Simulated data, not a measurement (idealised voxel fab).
Process module in this document: voxel quadruple lines
Xsec cut, 140 nm wide, square cell size 5 nm.
Cross-section = grid of square cells, listed top down in bands; band = one or more rows.
Look at the band entry: it leads with the top's height and the bottom's height in nm. Then it lists the materials left to right, with a width in nm for each. The word "edge to edge" on a single material says that material fills the band edge to edge. The word "empty" is empty space.
A quick word on heights: they are counted from 0, and under that level the wafer as it came to us is one material throughout. The lowest band is different from the rest in having no bottom; it simply continues downward, written as in "from 0 down".
Width: "30..40" (first number = top row, second number = bottom row, same change from row to row of cells).
The designation "no alteration", where it is given for a processing step, indicates that no cell of the cross-section was altered in the course of that step.
Under "Unvented voids" you'll find the enclosed gaps, the ones with no way out to the top, that are 8 cells or bigger; each reads width x height at distance, with distance counted from the left edge, everything in nm.
On a step's line, text after the settings is the simulator commenting on that step.
"overlay nm" on a masked step: distance the mask lay right of its planned place, negative for left.
Listed below are the process steps as planned:
1) RECEIVE, material Si
2) CONFORMAL_DEP, material SiO2, thk nm 5
3) DIRECTIONAL_DEP, material TiN, thk nm 10
4) DIRECTIONAL_DEP, material polySi, thk nm 20
5) DIRECTIONAL_DEP, material aC, thk nm 20
6) PATTERN, tone cover, mask id MANDREL, material resist, width nm 20, pitch nm 60, thk nm 30, overlay nm 0
7) DIRECTIONAL_ETCH, etch materials aC, depth nm 20
8) STRIP, etch materials resist
9) CONFORMAL_DEP, material SiO2, thk nm 5
10) DIRECTIONAL_ETCH, etch materials SiO2, depth nm 10
11) STRIP, etch materials aC
12) DIRECTIONAL_ETCH, etch materials polySi, depth nm 20
13) STRIP, etch materials SiO2
14) CONFORMAL_DEP, material SiCN, thk nm 5
15) DIRECTIONAL_ETCH, etch materials SiCN, depth nm 5
16) STRIP, etch materials polySi
17) DIRECTIONAL_ETCH, etch materials TiN, depth nm 10
18) STRIP, etch materials SiCN
19) FILL_DEP, material lowk, thk nm 10
20) CMP, height nm 15
Quick note for whoever runs this: the wafers start identical, but the thk nm at step 9 isn't the same across them. The plan just shows what the first wafer had.
Received wafers, first of several: cross-section after step 1:
- from 0 down  Si edge to edge
- Unvented voids: none
Cross-section after step 20, the final step of the module, for the first of several wafers:
- from 15 to 5  20 lowk, 5 TiN, 5 lowk, 5 TiN, 10 lowk, 5 TiN, 5 lowk, 5 TiN, 20 lowk, 5 TiN, 5 lowk, 5 TiN, 10 lowk, 5 TiN, 5 lowk, 5 TiN, 20 lowk
- from 5 to 0  SiO2 edge to edge
- from 0 down  Si edge to edge
- Unvented voids: none
X-section, last wafer, module end:
- from 15 to 5  lowk edge to edge
- from 5 to 0  SiO2 edge to edge
- from 0 down  Si edge to edge
- Unvented voids: none
For your reference, the table is organized with a row per wafer; each row reflects the wafer at the end of the module, indicating for each material the cells gained (+) or lost (-) since receipt, and thereafter its closed voids:
thk nm 5; +28 SiO2; +16 TiN; +40 lowk; Unvented voids: none
thk nm 10; +28 SiO2; +16 TiN; +40 lowk; Unvented voids: none
thk nm 15; +28 SiO2; +56 lowk; Unvented voids: none
thk nm 20; +28 SiO2; +56 lowk; Unvented voids: none
thk nm 25; +28 SiO2; +56 lowk; Unvented voids: none
